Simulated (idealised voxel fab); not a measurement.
Presented below is a process module, voxel trench capacitor.
Section cut is 275 nm wide and gridded with 5 nm square cells.
A cross-section in this document is a grid of square cells, and it is written down as bands, the top band listed before the ones below it; a band is made up of one or more rows of cells. Top height, bottom height, nm. Materials left to right, width each, nm. Single material + "edge to edge" = fills band edge to edge. "air" = empty. All heights in this document are referenced to 0, defined as the level beneath which the wafer, as received, consists entirely of one material. The lowest band is not bounded below; it extends indefinitely downward and is written in the form "from 0 down". A width such as "30..40" changes by the same amount from each row of cells to the next, from the band's top row to its bottom row. It should be understood that the words "changes: none", when stated for a given step, signify that the cross-section underwent no change in any of its cells during that step. "Closed void list": empty spaces of 8 cells or more with no open way to the top, each given as width x height at distance, distance from the left edge, all in nm. It should be noted that, on the line of a given step, the content following the step's settings is a remark produced by the simulator itself with respect to that step. The line of a step may include "overlay nm". On a step with a mask, this value is how far to the right of its planned place the mask lay. A negative value means the mask lay to the left.

Here's what the planned process steps look like:
| 1 | RECEIVE with material Si |
| 2 | CONFORMAL_DEP with material SiN, thk nm 10 |
| 3 | MASKED_ETCH with tone open, mask id TRENCH, width nm 30, pitch nm 60, etch materials SiN, depth nm 10, overlay nm 0 |
| 4 | MASKED_ETCH with tone open, mask id TRENCH, width nm 30, pitch nm 60, etch materials Si, depth nm 25, overlay nm 0 |
| 5 | CONFORMAL_DEP with material Al2O3, thk nm 5 |
| 6 | CONFORMAL_DEP with material TiN, thk nm 5 |
| 7 | FILL_DEP with material W, thk nm 10 |
| 8 | CMP with height nm 10 |

Wafer as received: cross-section following step 1:
	from 0 down | Si edge to edge
	Closed void list: none

Cross-sectional result after module completion. Note: starting condition and plan are unchanged from above; one processing mistake was made:
	from 30 to 20 | W edge to edge
	from 20 to 15 | 40 nm TiN | 10 nm W | 50 nm TiN | 10 nm W | 50 nm TiN | 10 nm W | 50 nm TiN | 10 nm W | 45 nm TiN
	from 15 to 10 | 35 nm Al2O3 | 5 nm TiN | 10 nm W | 5 nm TiN | 40 nm Al2O3 | 5 nm TiN | 10 nm W | 5 nm TiN | 40 nm Al2O3 | 5 nm TiN | 10 nm W | 5 nm TiN | 40 nm Al2O3 | 5 nm TiN | 10 nm W | 5 nm TiN | 40 nm Al2O3
	from 10 to 0 | 30 nm SiN | 5 nm Al2O3 | 5 nm TiN | 10 nm W | 5 nm TiN | 5 nm Al2O3 | 30 nm SiN | 5 nm Al2O3 | 5 nm TiN | 10 nm W | 5 nm TiN | 5 nm Al2O3 | 30 nm SiN | 5 nm Al2O3 | 5 nm TiN | 10 nm W | 5 nm TiN | 5 nm Al2O3 | 30 nm SiN | 5 nm Al2O3 | 5 nm TiN | 10 nm W | 5 nm TiN | 5 nm Al2O3 | 35 nm SiN
	from 0 to -15 | 30 nm Si | 5 nm Al2O3 | 5 nm TiN | 10 nm W | 5 nm TiN | 5 nm Al2O3 | 30 nm Si | 5 nm Al2O3 | 5 nm TiN | 10 nm W | 5 nm TiN | 5 nm Al2O3 | 30 nm Si | 5 nm Al2O3 | 5 nm TiN | 10 nm W | 5 nm TiN | 5 nm Al2O3 | 30 nm Si | 5 nm Al2O3 | 5 nm TiN | 10 nm W | 5 nm TiN | 5 nm Al2O3 | 35 nm Si
	from -15 to -20 | 30 nm Si | 5 nm Al2O3 | 20 nm TiN | 5 nm Al2O3 | 30 nm Si | 5 nm Al2O3 | 20 nm TiN | 5 nm Al2O3 | 30 nm Si | 5 nm Al2O3 | 20 nm TiN | 5 nm Al2O3 | 30 nm Si | 5 nm Al2O3 | 20 nm TiN | 5 nm Al2O3 | 35 nm Si
	from -20 to -25 | 30 nm Si | 30 nm Al2O3 | 30 nm Si | 30 nm Al2O3 | 30 nm Si | 30 nm Al2O3 | 30 nm Si | 30 nm Al2O3 | 35 nm Si
	from -25 down | Si edge to edge
	Closed void list: none
What broke from the plan during processing? skipped: plan step 8 (never run)
